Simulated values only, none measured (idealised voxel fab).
process module | voxel transistor to metal
Each square cell in cross-section cut measures 5 nm, and the section as a whole is 270 nm wide.
Think of the cross-section as a grid of square cells. We describe it in bands, top to bottom, and each band covers one or more rows of those cells. A band entry consists of two parts. The first gives the height of the band's top and the height of its bottom, in nm. The rest lists the band's materials from left to right, each with its width in nm. A single material labelled with the word "throughout" fills the band from edge to edge, and the word "empty" marks empty space. Below 0: as-received wafer, all one material; heights counted from there. Lowest band: no bottom, goes on down, written "0..down". You'd read "30->40" like this: the band's top row of cells is as wide as the first number, its bottom row is as wide as the second, and going down, every row changes width by the same amount as the row before did. No cell of the cross-section changed in a step that is given as "nothing different". What "Tabulated closed voids" gives you is every empty space of 8 cells or more that is cut off from the top. Each appears as width x height at distance, with the distance taken from the left edge and width, height and distance all in nm. Anything after a step's settings on that line? It's the simulator's own note about the step. overlay nm: how far to the right of its planned place the mask lay on this masked step (negative: to the left).
**Planned step list for the process**
- 1: RECEIVE [material Si]
- 2: OXIDIZE [depth nm 5]
- 3: CONFORMAL_DEP [material SiN] [thk nm 10]
- 4: MASKED_ETCH [tone cover] [mask id ACTIVE] [width nm 95] [pitch nm 115] [etch materials SiN] [depth nm 10] [overlay nm 0]
- 5: MASKED_ETCH [tone cover] [mask id ACTIVE] [width nm 95] [pitch nm 115] [etch materials SiO2] [depth nm 5] [overlay nm 0]
- 6: MASKED_ETCH [tone cover] [mask id ACTIVE] [width nm 95] [pitch nm 115] [etch materials Si] [depth nm 25] [overlay nm 0]
- 7: OXIDIZE [depth nm 5]
- 8: FILL_DEP [material SiO2] [thk nm 10]
- 9: CMP [height nm 10]
- 10: SELECTIVE_ETCH [etch materials SiO2] [depth nm 5]
- 11: STRIP [etch materials SiN]
- 12: SELECTIVE_ETCH [etch materials SiO2] [depth nm 5]
- 13: OXIDIZE [depth nm 5]
- 14: DIRECTIONAL_DEP [material polySi] [thk nm 30]
- 15: DIRECTIONAL_DEP [material SiCN] [thk nm 10]
- 16: MASKED_ETCH [tone cover] [mask id GATE] [width nm 15] [pitch nm 115] [etch materials SiCN] [depth nm 20] [overlay nm 0]
- 17: MASKED_ETCH [tone cover] [mask id GATE] [width nm 15] [pitch nm 115] [etch materials polySi] [depth nm 40] [overlay nm 0]
- 18: CONFORMAL_DEP [material SiO2] [thk nm 5]
- 19: DIRECTIONAL_ETCH [etch materials SiO2] [depth nm 5]
- 20: CONFORMAL_DEP [material SiN] [thk nm 10]
- 21: DIRECTIONAL_ETCH [etch materials SiN] [depth nm 10]
- 22: DIRECTIONAL_ETCH [etch materials SiO2] [depth nm 5]
- 23: DIRECTIONAL_ETCH [etch materials Si] [depth nm 15]
- 24: EPI [material nSi] [thk nm 15]
- 25: FILL_DEP [material SiO2] [thk nm 10]
- 26: CMP [height nm 35]
- 27: DIRECTIONAL_DEP [material SiO2] [thk nm 15]
- 28: DIRECTIONAL_DEP [material aC] [thk nm 15]
- 29: PATTERN [tone open] [mask id CONTACT] [material resist] [width nm 30] [thk nm 35] [overlay nm 0]
- 30: DIRECTIONAL_ETCH [etch materials aC] [depth nm 15]
- 31: STRIP [etch materials resist]
- 32: DIRECTIONAL_ETCH [etch materials SiO2] [depth nm 45]
- 33: STRIP [etch materials aC]
- 34: CONFORMAL_DEP [material TiN] [thk nm 5]
- 35: FILL_DEP [material W] [thk nm 10]
- 36: CMP [height nm 50]
- 37: DIRECTIONAL_DEP [material TiN] [thk nm 5]
- 38: DIRECTIONAL_DEP [material Ru] [thk nm 15]
- 39: MASKED_ETCH [tone cover] [mask id METAL_1] [width nm 15] [etch materials Ru] [depth nm 15] [overlay nm 0]
- 40: MASKED_ETCH [tone cover] [mask id METAL_1] [width nm 15] [etch materials TiN] [depth nm 5] [overlay nm 0]
- 41: CONFORMAL_DEP [material SiCN] [thk nm 5]
- 42: FILL_DEP [material SiO2] [thk nm 5]
- 43: CMP [height nm 70]
- 44: CONFORMAL_DEP [material SiCN] [thk nm 5]
**First of two wafers: run as planned**
**Here's what the wafer looked like in cross-section when it arrived - that's after step 1**
	0..down | Si throughout
	Tabulated closed voids: none
**The following cross-section depicts the wafer upon completion of step 2**
	0..-5 | SiO2 throughout
	Heights below -5 show no change.
**The following cross-section depicts the wafer upon completion of step 3**
	10..0 | SiN throughout
	Heights below 0 show no change.
**The following cross-section depicts the wafer upon completion of step 4**
	10..0 | empty 30, SiN 95, empty 20, SiN 95, empty 30
	Heights below 0 show no change.
**The following cross-section depicts the wafer upon completion of step 5**
	10..0 | empty 30, SiN 95, empty 20, SiN 95, empty 30
	0..-5 | empty 30, SiO2 95, empty 20, SiO2 95, empty 30
	Heights below -5 show no change.
**The following cross-section depicts the wafer upon completion of step 6**
	10..0 | empty 30, SiN 95, empty 20, SiN 95, empty 30
	0..-5 | empty 30, SiO2 95, empty 20, SiO2 95, empty 30
	-5..-30 | empty 30, Si 95, empty 20, Si 95, empty 30
	Heights below -30 show no change.
**The following cross-section depicts the wafer upon completion of step 7**
	10..0 | empty 30, SiN 95, empty 20, SiN 95, empty 30
	0..-5 | empty 30, SiO2 95, empty 20, SiO2 95, empty 30
	-5..-30 | empty 30, SiO2 5, Si 85, SiO2 5, empty 20, SiO2 5, Si 85, SiO2 5, empty 30
	-30..-35 | SiO2 35, Si 85, SiO2 30, Si 85, SiO2 35
	Heights below -35 show no change.
**The following cross-section depicts the wafer upon completion of step 8**
	20..10 | SiO2 throughout
	10..0 | SiO2 30, SiN 95, SiO2 20, SiN 95, SiO2 30
	0..-5 | SiO2 throughout
	-5..-35 | SiO2 35, Si 85, SiO2 30, Si 85, SiO2 35
	Heights below -35 show no change.
**The following cross-section depicts the wafer upon completion of step 9**
	10..0 | SiO2 30, SiN 95, SiO2 20, SiN 95, SiO2 30
	Heights below 0 show no change.
**The following cross-section depicts the wafer upon completion of step 10**
	10..5 | empty 30, SiN 95, empty 20, SiN 95, empty 30
	Heights below 5 show no change.
**The following cross-section depicts the wafer upon completion of step 11**
	5..0 | SiO2 30, empty 95, SiO2 20, empty 95, SiO2 30
	Heights below 0 show no change.
**The following cross-section depicts the wafer upon completion of step 12**
	0..-5 | SiO2 25, empty 105, SiO2 10, empty 105, SiO2 25
	Heights below -5 show no change.
**The following cross-section depicts the wafer upon completion of step 13**
	0..-5 | SiO2 25, empty 105, SiO2 10, empty 105, SiO2 25
	-5..-10 | SiO2 throughout
	Heights below -10 show no change.
**The following cross-section depicts the wafer upon completion of step 14**
	30..25 | polySi 25, empty 105, polySi 10, empty 105, polySi 25
	25..0 | polySi throughout
	0..-5 | SiO2 25, polySi 105, SiO2 10, polySi 105, SiO2 25
	Heights below -5 show no change.
**The following cross-section depicts the wafer upon completion of step 15**
	40..35 | SiCN 25, empty 105, SiCN 10, empty 105, SiCN 25
	35..30 | SiCN throughout
	30..25 | polySi 25, SiCN 105, polySi 10, SiCN 105, polySi 25
	Heights below 25 show no change.
**The following cross-section depicts the wafer upon completion of step 16**
	35..30 | empty 70, SiCN 15, empty 100, SiCN 15, empty 70
	30..25 | polySi 25, empty 45, SiCN 15, empty 45, polySi 10, empty 45, SiCN 15, empty 45, polySi 25
	Heights below 25 show no change.
**The following cross-section depicts the wafer upon completion of step 17**
	35..25 | empty 70, SiCN 15, empty 100, SiCN 15, empty 70
	25..0 | empty 70, polySi 15, empty 100, polySi 15, empty 70
	0..-5 | SiO2 25, empty 45, polySi 15, empty 45, SiO2 10, empty 45, polySi 15, empty 45, SiO2 25
	Heights below -5 show no change.
**The following cross-section depicts the wafer upon completion of step 18**
	40..35 | empty 65, SiO2 25, empty 90, SiO2 25, empty 65
	35..25 | empty 65, SiO2 5, SiCN 15, SiO2 5, empty 90, SiO2 5, SiCN 15, SiO2 5, empty 65
	25..5 | empty 65, SiO2 5, polySi 15, SiO2 5, empty 90, SiO2 5, polySi 15, SiO2 5, empty 65
	5..0 | SiO2 30, empty 35, SiO2 5, polySi 15, SiO2 5, empty 35, SiO2 20, empty 35, SiO2 5, polySi 15, SiO2 5, empty 35, SiO2 30
	0..-5 | SiO2 70, polySi 15, SiO2 100, polySi 15, SiO2 70
	Heights below -5 show no change.
**The following cross-section depicts the wafer upon completion of step 19**
	35..25 | empty 65, SiO2 5, SiCN 15, SiO2 5, empty 90, SiO2 5, SiCN 15, SiO2 5, empty 65
	25..0 | empty 65, SiO2 5, polySi 15, SiO2 5, empty 90, SiO2 5, polySi 15, SiO2 5, empty 65
	0..-5 | SiO2 30, empty 35, SiO2 5, polySi 15, SiO2 5, empty 35, SiO2 20, empty 35, SiO2 5, polySi 15, SiO2 5, empty 35, SiO2 30
	Heights below -5 show no change.
**The following cross-section depicts the wafer upon completion of step 20**
	45..35 | empty 55, SiN 45, empty 70, SiN 45, empty 55
	35..25 | empty 55, SiN 10, SiO2 5, SiCN 15, SiO2 5, SiN 10, empty 70, SiN 10, SiO2 5, SiCN 15, SiO2 5, SiN 10, empty 55
	25..10 | empty 55, SiN 10, SiO2 5, polySi 15, SiO2 5, SiN 10, empty 70, SiN 10, SiO2 5, polySi 15, SiO2 5, SiN 10, empty 55
	10..5 | SiN 40, empty 15, SiN 10, SiO2 5, polySi 15, SiO2 5, SiN 10, empty 15, SiN 40, empty 15, SiN 10, SiO2 5, polySi 15, SiO2 5, SiN 10, empty 15, SiN 40
	5..0 | SiN 65, SiO2 5, polySi 15, SiO2 5, SiN 90, SiO2 5, polySi 15, SiO2 5, SiN 65
	0..-5 | SiO2 30, SiN 35, SiO2 5, polySi 15, SiO2 5, SiN 35, SiO2 20, SiN 35, SiO2 5, polySi 15, SiO2 5, SiN 35, SiO2 30
	Heights below -5 show no change.
**The following cross-section depicts the wafer upon completion of step 21**
	35..25 | empty 55, SiN 10, SiO2 5, SiCN 15, SiO2 5, SiN 10, empty 70, SiN 10, SiO2 5, SiCN 15, SiO2 5, SiN 10, empty 55
	25..0 | empty 55, SiN 10, SiO2 5, polySi 15, SiO2 5, SiN 10, empty 70, SiN 10, SiO2 5, polySi 15, SiO2 5, SiN 10, empty 55
	0..-5 | SiO2 30, SiN 10, empty 15, SiN 10, SiO2 5, polySi 15, SiO2 5, SiN 10, empty 15, SiN 10, SiO2 20, SiN 10, empty 15, SiN 10, SiO2 5, polySi 15, SiO2 5, SiN 10, empty 15, SiN 10, SiO2 30
	Heights below -5 show no change.
**The following cross-section depicts the wafer upon completion of step 22**
	35..30 | empty 55, SiN 10, empty 5, SiCN 15, empty 5, SiN 10, empty 70, SiN 10, empty 5, SiCN 15, empty 5, SiN 10, empty 55
	30..25 | empty 55, SiN 10, SiO2 5, SiCN 15, SiO2 5, SiN 10, empty 70, SiN 10, SiO2 5, SiCN 15, SiO2 5, SiN 10, empty 55
	25..0 | empty 55, SiN 10, SiO2 5, polySi 15, SiO2 5, SiN 10, empty 70, SiN 10, SiO2 5, polySi 15, SiO2 5, SiN 10, empty 55
	0..-5 | empty 30, SiN 10, empty 15, SiN 10, SiO2 5, polySi 15, SiO2 5, SiN 10, empty 15, SiN 10, empty 20, SiN 10, empty 15, SiN 10, SiO2 5, polySi 15, SiO2 5, SiN 10, empty 15, SiN 10, empty 30
	-5..-10 | SiO2 40, empty 15, SiO2 45, empty 15, SiO2 40, empty 15, SiO2 45, empty 15, SiO2 40
	Heights below -10 show no change.
**The following cross-section depicts the wafer upon completion of step 23**
	35..30 | empty 55, SiN 10, empty 5, SiCN 15, empty 5, SiN 10, empty 70, SiN 10, empty 5, SiCN 15, empty 5, SiN 10, empty 55
	30..25 | empty 55, SiN 10, SiO2 5, SiCN 15, SiO2 5, SiN 10, empty 70, SiN 10, SiO2 5, SiCN 15, SiO2 5, SiN 10, empty 55
	25..0 | empty 55, SiN 10, SiO2 5, polySi 15, SiO2 5, SiN 10, empty 70, SiN 10, SiO2 5, polySi 15, SiO2 5, SiN 10, empty 55
	0..-5 | empty 30, SiN 10, empty 15, SiN 10, SiO2 5, polySi 15, SiO2 5, SiN 10, empty 15, SiN 10, empty 20, SiN 10, empty 15, SiN 10, SiO2 5, polySi 15, SiO2 5, SiN 10, empty 15, SiN 10, empty 30
	-5..-10 | SiO2 40, empty 15, SiO2 45, empty 15, SiO2 40, empty 15, SiO2 45, empty 15, SiO2 40
	-10..-25 | SiO2 35, Si 5, empty 15, Si 45, empty 15, Si 5, SiO2 30, Si 5, empty 15, Si 45, empty 15, Si 5, SiO2 35
	Heights below -25 show no change.
**The following cross-section depicts the wafer upon completion of step 24**
	35..30 | empty 55, SiN 10, empty 5, SiCN 15, empty 5, SiN 10, empty 70, SiN 10, empty 5, SiCN 15, empty 5, SiN 10, empty 55
	30..25 | empty 55, SiN 10, SiO2 5, SiCN 15, SiO2 5, SiN 10, empty 70, SiN 10, SiO2 5, SiCN 15, SiO2 5, SiN 10, empty 55
	25..5 | empty 55, SiN 10, SiO2 5, polySi 15, SiO2 5, SiN 10, empty 70, SiN 10, SiO2 5, polySi 15, SiO2 5, SiN 10, empty 55
	5..0 | empty 35, nSi 20, SiN 10, SiO2 5, polySi 15, SiO2 5, SiN 10, nSi 20, empty 30, nSi 20, SiN 10, SiO2 5, polySi 15, SiO2 5, SiN 10, nSi 20, empty 35
	0..-5 | empty 30, SiN 10, nSi 15, SiN 10, SiO2 5, polySi 15, SiO2 5, SiN 10, nSi 15, SiN 10, empty 20, SiN 10, nSi 15, SiN 10, SiO2 5, polySi 15, SiO2 5, SiN 10, nSi 15, SiN 10, empty 30
	-5..-10 | SiO2 40, nSi 15, SiO2 45, nSi 15, SiO2 40, nSi 15, SiO2 45, nSi 15, SiO2 40
	-10..-25 | SiO2 35, Si 5, nSi 15, Si 45, nSi 15, Si 5, SiO2 30, Si 5, nSi 15, Si 45, nSi 15, Si 5, SiO2 35
	Heights below -25 show no change.
**The following cross-section depicts the wafer upon completion of step 25**
	45..35 | SiO2 throughout
	35..25 | SiO2 55, SiN 10, SiO2 5, SiCN 15, SiO2 5, SiN 10, SiO2 70, SiN 10, SiO2 5, SiCN 15, SiO2 5, SiN 10, SiO2 55
	25..5 | SiO2 55, SiN 10, SiO2 5, polySi 15, SiO2 5, SiN 10, SiO2 70, SiN 10, SiO2 5, polySi 15, SiO2 5, SiN 10, SiO2 55
	5..0 | SiO2 35, nSi 20, SiN 10, SiO2 5, polySi 15, SiO2 5, SiN 10, nSi 20, SiO2 30, nSi 20, SiN 10, SiO2 5, polySi 15, SiO2 5, SiN 10, nSi 20, SiO2 35
	0..-5 | SiO2 30, SiN 10, nSi 15, SiN 10, SiO2 5, polySi 15, SiO2 5, SiN 10, nSi 15, SiN 10, SiO2 20, SiN 10, nSi 15, SiN 10, SiO2 5, polySi 15, SiO2 5, SiN 10, nSi 15, SiN 10, SiO2 30
	Heights below -5 show no change.
**The following cross-section depicts the wafer upon completion of step 26**
	35..25 | SiO2 55, SiN 10, SiO2 5, SiCN 15, SiO2 5, SiN 10, SiO2 70, SiN 10, SiO2 5, SiCN 15, SiO2 5, SiN 10, SiO2 55
	Heights below 25 show no change.
**The following cross-section depicts the wafer upon completion of step 27**
	50..35 | SiO2 throughout
	Heights below 35 show no change.
**The following cross-section depicts the wafer upon completion of step 28**
	65..50 | aC throughout
	Heights below 50 show no change.
**The following cross-section depicts the wafer upon completion of step 29**
	100..65 | resist 35, empty 30, resist 25, empty 30, resist 30, empty 30, resist 25, empty 30, resist 35
	Heights below 65 show no change.
**The following cross-section depicts the wafer upon completion of step 30**
	85..65 | resist 35, empty 30, resist 25, empty 30, resist 30, empty 30, resist 25, empty 30, resist 35
	65..50 | aC 35, empty 30, aC 25, empty 30, aC 30, empty 30, aC 25, empty 30, aC 35
	Heights below 50 show no change.
**The following cross-section depicts the wafer upon completion of step 31**
	65..50 | aC 35, empty 30, aC 25, empty 30, aC 30, empty 30, aC 25, empty 30, aC 35
	Heights below 50 show no change.
**The following cross-section depicts the wafer upon completion of step 32**
	65..50 | aC 35, empty 30, aC 25, empty 30, aC 30, empty 30, aC 25, empty 30, aC 35
	50..35 | SiO2 35, empty 30, SiO2 25, empty 30, SiO2 30, empty 30, SiO2 25, empty 30, SiO2 35
	35..25 | SiO2 35, empty 20, SiN 10, SiO2 5, SiCN 15, SiO2 5, SiN 10, empty 20, SiO2 30, empty 20, SiN 10, SiO2 5, SiCN 15, SiO2 5, SiN 10, empty 20, SiO2 35
	25..5 | SiO2 35, empty 20, SiN 10, SiO2 5, polySi 15, SiO2 5, SiN 10, empty 20, SiO2 30, empty 20, SiN 10, SiO2 5, polySi 15, SiO2 5, SiN 10, empty 20, SiO2 35
	Heights below 5 show no change.
**The following cross-section depicts the wafer upon completion of step 33**
	50..35 | SiO2 35, empty 30, SiO2 25, empty 30, SiO2 30, empty 30, SiO2 25, empty 30, SiO2 35
	Heights below 35 show no change.
**The following cross-section depicts the wafer upon completion of step 34**
	55..50 | TiN 40, empty 20, TiN 35, empty 20, TiN 40, empty 20, TiN 35, empty 20, TiN 40
	50..40 | SiO2 35, TiN 5, empty 20, TiN 5, SiO2 25, TiN 5, empty 20, TiN 5, SiO2 30, TiN 5, empty 20, TiN 5, SiO2 25, TiN 5, empty 20, TiN 5, SiO2 35
	40..35 | SiO2 35, TiN 5, empty 10, TiN 15, SiO2 25, TiN 15, empty 10, TiN 5, SiO2 30, TiN 5, empty 10, TiN 15, SiO2 25, TiN 15, empty 10, TiN 5, SiO2 35
	35..25 | SiO2 35, TiN 5, empty 10, TiN 5, SiN 10, SiO2 5, SiCN 15, SiO2 5, SiN 10, TiN 5, empty 10, TiN 5, SiO2 30, TiN 5, empty 10, TiN 5, SiN 10, SiO2 5, SiCN 15, SiO2 5, SiN 10, TiN 5, empty 10, TiN 5, SiO2 35
	25..10 | SiO2 35, TiN 5, empty 10, TiN 5, SiN 10, SiO2 5, polySi 15, SiO2 5, SiN 10, TiN 5, empty 10, TiN 5, SiO2 30, TiN 5, empty 10, TiN 5, SiN 10, SiO2 5, polySi 15, SiO2 5, SiN 10, TiN 5, empty 10, TiN 5, SiO2 35
	10..5 | SiO2 35, TiN 20, SiN 10, SiO2 5, polySi 15, SiO2 5, SiN 10, TiN 20, SiO2 30, TiN 20, SiN 10, SiO2 5, polySi 15, SiO2 5, SiN 10, TiN 20, SiO2 35
	Heights below 5 show no change.
**The following cross-section depicts the wafer upon completion of step 35**
	65..55 | W throughout
	55..50 | TiN 40, W 20, TiN 35, W 20, TiN 40, W 20, TiN 35, W 20, TiN 40
	50..40 | SiO2 35, TiN 5, W 20, TiN 5, SiO2 25, TiN 5, W 20, TiN 5, SiO2 30, TiN 5, W 20, TiN 5, SiO2 25, TiN 5, W 20, TiN 5, SiO2 35
	40..35 | SiO2 35, TiN 5, W 10, TiN 15, SiO2 25, TiN 15, W 10, TiN 5, SiO2 30, TiN 5, W 10, TiN 15, SiO2 25, TiN 15, W 10, TiN 5, SiO2 35
	35..25 | SiO2 35, TiN 5, W 10, TiN 5, SiN 10, SiO2 5, SiCN 15, SiO2 5, SiN 10, TiN 5, W 10, TiN 5, SiO2 30, TiN 5, W 10, TiN 5, SiN 10, SiO2 5, SiCN 15, SiO2 5, SiN 10, TiN 5, W 10, TiN 5, SiO2 35
	25..10 | SiO2 35, TiN 5, W 10, TiN 5, SiN 10, SiO2 5, polySi 15, SiO2 5, SiN 10, TiN 5, W 10, TiN 5, SiO2 30, TiN 5, W 10, TiN 5, SiN 10, SiO2 5, polySi 15, SiO2 5, SiN 10, TiN 5, W 10, TiN 5, SiO2 35
	Heights below 10 show no change.
**The following cross-section depicts the wafer upon completion of step 36**
	50..40 | SiO2 35, TiN 5, W 20, TiN 5, SiO2 25, TiN 5, W 20, TiN 5, SiO2 30, TiN 5, W 20, TiN 5, SiO2 25, TiN 5, W 20, TiN 5, SiO2 35
	Heights below 40 show no change.
**The following cross-section depicts the wafer upon completion of step 37**
	55..50 | TiN throughout
	Heights below 50 show no change.
**The following cross-section depicts the wafer upon completion of step 38**
	70..55 | Ru throughout
	Heights below 55 show no change.
**The following cross-section depicts the wafer upon completion of step 39**
	70..55 | empty 35, Ru 15, empty 55, Ru 15, empty 30, Ru 15, empty 55, Ru 15, empty 35
	Heights below 55 show no change.
**The following cross-section depicts the wafer upon completion of step 40**
	70..55 | empty 35, Ru 15, empty 55, Ru 15, empty 30, Ru 15, empty 55, Ru 15, empty 35
	55..50 | empty 35, TiN 15, empty 55, TiN 15, empty 30, TiN 15, empty 55, TiN 15, empty 35
	Heights below 50 show no change.
**The following cross-section depicts the wafer upon completion of step 41**
	75..70 | empty 30, SiCN 25, empty 45, SiCN 25, empty 20, SiCN 25, empty 45, SiCN 25, empty 30
	70..55 | empty 30, SiCN 5, Ru 15, SiCN 5, empty 45, SiCN 5, Ru 15, SiCN 5, empty 20, SiCN 5, Ru 15, SiCN 5, empty 45, SiCN 5, Ru 15, SiCN 5, empty 30
	55..50 | SiCN 35, TiN 15, SiCN 55, TiN 15, SiCN 30, TiN 15, SiCN 55, TiN 15, SiCN 35
	Heights below 50 show no change.
**The following cross-section depicts the wafer upon completion of step 42**
	80..75 | SiO2 throughout
	75..70 | SiO2 30, SiCN 25, SiO2 45, SiCN 25, SiO2 20, SiCN 25, SiO2 45, SiCN 25, SiO2 30
	70..55 | SiO2 30, SiCN 5, Ru 15, SiCN 5, SiO2 45, SiCN 5, Ru 15, SiCN 5, SiO2 20, SiCN 5, Ru 15, SiCN 5, SiO2 45, SiCN 5, Ru 15, SiCN 5, SiO2 30
	Heights below 55 show no change.
**The following cross-section depicts the wafer upon completion of step 43**
	70..55 | SiO2 30, SiCN 5, Ru 15, SiCN 5, SiO2 45, SiCN 5, Ru 15, SiCN 5, SiO2 20, SiCN 5, Ru 15, SiCN 5, SiO2 45, SiCN 5, Ru 15, SiCN 5, SiO2 30
	Heights below 55 show no change.
**The following cross-section depicts the wafer upon completion of step 44**
	75..70 | SiCN throughout
	Heights below 70 show no change.
**The second wafer began exactly as the first did and followed the same plan, but one mistake was made while running it; through step 36 inclusive, the two wafers are identical**
**Here is the second wafer in cross-section at the point where step 37 of the plan should have been done**
	65..50 | Ru throughout
	Heights below 50 show no change.
**Here is the second wafer in cross-section at the point where step 38 of the plan should have been done**
	70..65 | TiN throughout
	Heights below 65 show no change.
Here is the second wafer in cross-section at the point where step 39 of the plan should have been done: nothing different
**Here is the second wafer in cross-section at the point where step 40 of the plan should have been done**
	70..65 | empty 35, TiN 15, empty 55, TiN 15, empty 30, TiN 15, empty 55, TiN 15, empty 35
	Heights below 65 show no change.
**Here is the second wafer in cross-section at the point where step 41 of the plan should have been done**
	75..70 | empty 30, SiCN 25, empty 45, SiCN 25, empty 20, SiCN 25, empty 45, SiCN 25, empty 30
	70..65 | SiCN 35, TiN 15, SiCN 55, TiN 15, SiCN 30, TiN 15, SiCN 55, TiN 15, SiCN 35
	Heights below 65 show no change.
**Here is the second wafer in cross-section at the point where step 42 of the plan should have been done**
	80..75 | SiO2 throughout
	75..70 | SiO2 30, SiCN 25, SiO2 45, SiCN 25, SiO2 20, SiCN 25, SiO2 45, SiCN 25, SiO2 30
	Heights below 70 show no change.
**Here is the second wafer in cross-section at the point where step 43 of the plan should have been done**
	70..65 | SiCN 35, TiN 15, SiCN 55, TiN 15, SiCN 30, TiN 15, SiCN 55, TiN 15, SiCN 35
	Heights below 65 show no change.
**Here is the second wafer in cross-section at the point where step 44 of the plan should have been done**
	75..70 | SiCN throughout
	Heights below 70 show no change.
It is concluded that the wafer was processed incorrectly with respect to the plan, in that the intended sequence of steps 37 and 38 was reversed during processing, with each occupying the position of the other
FYI, end of process, the second wafer has more or fewer cells of some materials than the first: 126 more of Ru; 24 fewer of SiCN; 102 fewer of SiO2
